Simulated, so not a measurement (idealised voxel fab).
Documented hereafter: the process module known as voxel ribs on slabs.
FYI the section here is cut, 145 nm wide, cells are 5 nm squares.
Each cross-section below is a grid of square cells, stated as bands in top-down order, with one or more rows of cells making up each band. The band entry comprises the height of the band's top followed by the height of its bottom, expressed in nm, and subsequently the band's materials from left to right, each stated together with its width in nm. Where a single material is marked with the word "full width", that material fills the band from edge to edge. The word "air" represents empty space. For the purposes of this specification, 0 denotes the height below which the wafer in its as-received condition is composed wholly of one material, and the lowermost band, lacking a lower limit, extends downward without end, as expressed in "0 -> down". The two numbers in a width such as "30..40" mark its ends across the band: the first belongs to the top row of cells, the second to the bottom row, and from each row to the next the width moves by the same amount. Where the words "no alteration" appear for a step, the cross-section shows no cell changed by that step; every cell remained as before. The label "Unvented cavities" introduces a list of the empty spaces, 8 cells or larger, that have no open way up to the top; each entry in it reads width x height at distance, where the distance is taken from the left edge and all three are stated in nm. Where a step's line continues beyond its settings, the continuation is a remark by the simulator itself on that step. The line of a step may include "overlay nm". On a step with a mask, this value is how far to the right of its planned place the mask lay. A negative value means the mask lay to the left.
Listed below are the process steps as planned
- 1: RECEIVE (material Si)
- 2: DIRECTIONAL_DEP (material SiO2; thk nm 25)
- 3: DIRECTIONAL_DEP (material SiN; thk nm 20)
- 4: DIRECTIONAL_DEP (material aC; thk nm 15)
- 5: PATTERN (tone cover; mask id RIB; material resist; width nm 30; thk nm 35; overlay nm 0)
- 6: DIRECTIONAL_ETCH (etch materials aC; depth nm 15)
- 7: STRIP (etch materials resist)
- 8: DIRECTIONAL_ETCH (etch materials SiN; depth nm 5)
- 9: STRIP (etch materials aC)
- 10: PATTERN (tone cover; mask id SLAB; material resist; width nm 90; thk nm 20; overlay nm 0)
- 11: DIRECTIONAL_ETCH (etch materials SiN; depth nm 15)
- 12: STRIP (etch materials resist)
- 13: FILL_DEP (material SiO2; thk nm 15)
- 14: CMP (height nm 55)
- 15: DIRECTIONAL_DEP (material TiN; thk nm 5)
- 16: MASKED_ETCH (tone cover; mask id HEATER; width nm 40; etch materials TiN; depth nm 5; overlay nm 0)
- 17: CONFORMAL_DEP (material SiO2; thk nm 10)
First of two wafers, with the run carried out as planned
Shown in cross-section is the wafer as received, that is, as it stands after step 1
> 0 -> down  Si full width
> Unvented cavities: none
Wafer after step 2 (cross-section)
> 25 -> 0  SiO2 full width
> All layers under 0 are left as they were.
Wafer after step 3 (cross-section)
> 45 -> 25  SiN full width
> All layers under 25 are left as they were.
Wafer after step 4 (cross-section)
> 60 -> 45  aC full width
> All layers under 45 are left as they were.
Wafer after step 5 (cross-section)
> 95 -> 60  air=55  resist=30  air=60
> All layers under 60 are left as they were.
Wafer after step 6 (cross-section)
> 80 -> 60  air=55  resist=30  air=60
> 60 -> 45  air=55  aC=30  air=60
> All layers under 45 are left as they were.
Wafer after step 7 (cross-section)
> 60 -> 45  air=55  aC=30  air=60
> All layers under 45 are left as they were.
Wafer after step 8 (cross-section)
> 60 -> 45  air=55  aC=30  air=60
> 45 -> 40  air=55  SiN=30  air=60
> All layers under 40 are left as they were.
Wafer after step 9 (cross-section)
> 45 -> 40  air=55  SiN=30  air=60
> All layers under 40 are left as they were.
Wafer after step 10 (cross-section)
> 65 -> 45  air=25  resist=90  air=30
> 45 -> 40  air=25  resist=30  SiN=30  resist=30  air=30
> All layers under 40 are left as they were.
Wafer after step 11 (cross-section)
> 65 -> 45  air=25  resist=90  air=30
> 45 -> 40  air=25  resist=30  SiN=30  resist=30  air=30
> 40 -> 25  air=25  SiN=90  air=30
> All layers under 25 are left as they were.
Wafer after step 12 (cross-section)
> 45 -> 40  air=55  SiN=30  air=60
> All layers under 40 are left as they were.
Wafer after step 13 (cross-section)
> 60 -> 45  SiO2 full width
> 45 -> 40  SiO2=55  SiN=30  SiO2=60
> 40 -> 25  SiO2=25  SiN=90  SiO2=30
> All layers under 25 are left as they were.
Wafer after step 14 (cross-section)
> 55 -> 45  SiO2 full width
> All layers under 45 are left as they were.
Wafer after step 15 (cross-section)
> 60 -> 55  TiN full width
> All layers under 55 are left as they were.
Wafer after step 16 (cross-section)
> 60 -> 55  air=50  TiN=40  air=55
> All layers under 55 are left as they were.
Wafer after step 17 (cross-section)
> 70 -> 65  air=40  SiO2=60  air=45
> 65 -> 60  SiO2 full width
> 60 -> 55  SiO2=50  TiN=40  SiO2=55
> All layers under 55 are left as they were.
For the second wafer, take the first wafer's start and plan, then add one mistake made in running it; everything through step 3, that step included, is shared with the first
Second wafer, section view, time point: scheduled end of step 4
> 60 -> 25  SiN full width
> All layers under 25 are left as they were.
Second wafer, section view, time point: scheduled end of step 5
> 95 -> 60  air=55  resist=30  air=60
> All layers under 60 are left as they were.
Second wafer, section view, time point: scheduled end of step 6
> 80 -> 60  air=55  resist=30  air=60
> All layers under 60 are left as they were.
Second wafer, section view, time point: scheduled end of step 7
> 60 -> 25  SiN full width
> All layers under 25 are left as they were.
Second wafer, section view, time point: scheduled end of step 8
> 55 -> 25  SiN full width
> All layers under 25 are left as they were.
Second wafer, section view, time point: scheduled end of step 9: no alteration
Second wafer, section view, time point: scheduled end of step 10
> 75 -> 55  air=25  resist=90  air=30
> All layers under 55 are left as they were.
Second wafer, section view, time point: scheduled end of step 11
> 75 -> 55  air=25  resist=90  air=30
> 55 -> 40  air=25  SiN=90  air=30
> All layers under 40 are left as they were.
Second wafer, section view, time point: scheduled end of step 12
> 55 -> 40  air=25  SiN=90  air=30
> All layers under 40 are left as they were.
Second wafer, section view, time point: scheduled end of step 13
> 70 -> 55  SiO2 full width
> 55 -> 40  SiO2=25  SiN=90  SiO2=30
> All layers under 40 are left as they were.
Second wafer, section view, time point: scheduled end of step 14
> 55 -> 40  SiO2=25  SiN=90  SiO2=30
> All layers under 40 are left as they were.
Second wafer, section view, time point: scheduled end of step 15
> 60 -> 55  TiN full width
> All layers under 55 are left as they were.
Second wafer, section view, time point: scheduled end of step 16
> 60 -> 55  air=50  TiN=40  air=55
> All layers under 55 are left as they were.
Second wafer, section view, time point: scheduled end of step 17
> 70 -> 65  air=40  SiO2=60  air=45
> 65 -> 60  SiO2 full width
> 60 -> 55  SiO2=50  TiN=40  SiO2=55
> All layers under 55 are left as they were.
Error vs. plan: so step 4 ended up running with a different setting than we planned, it ran as DIRECTIONAL_DEP (material SiN; thk nm 15)
Materials where the second wafer ends with more or fewer cells than the first: SiN +81; SiO2 -81
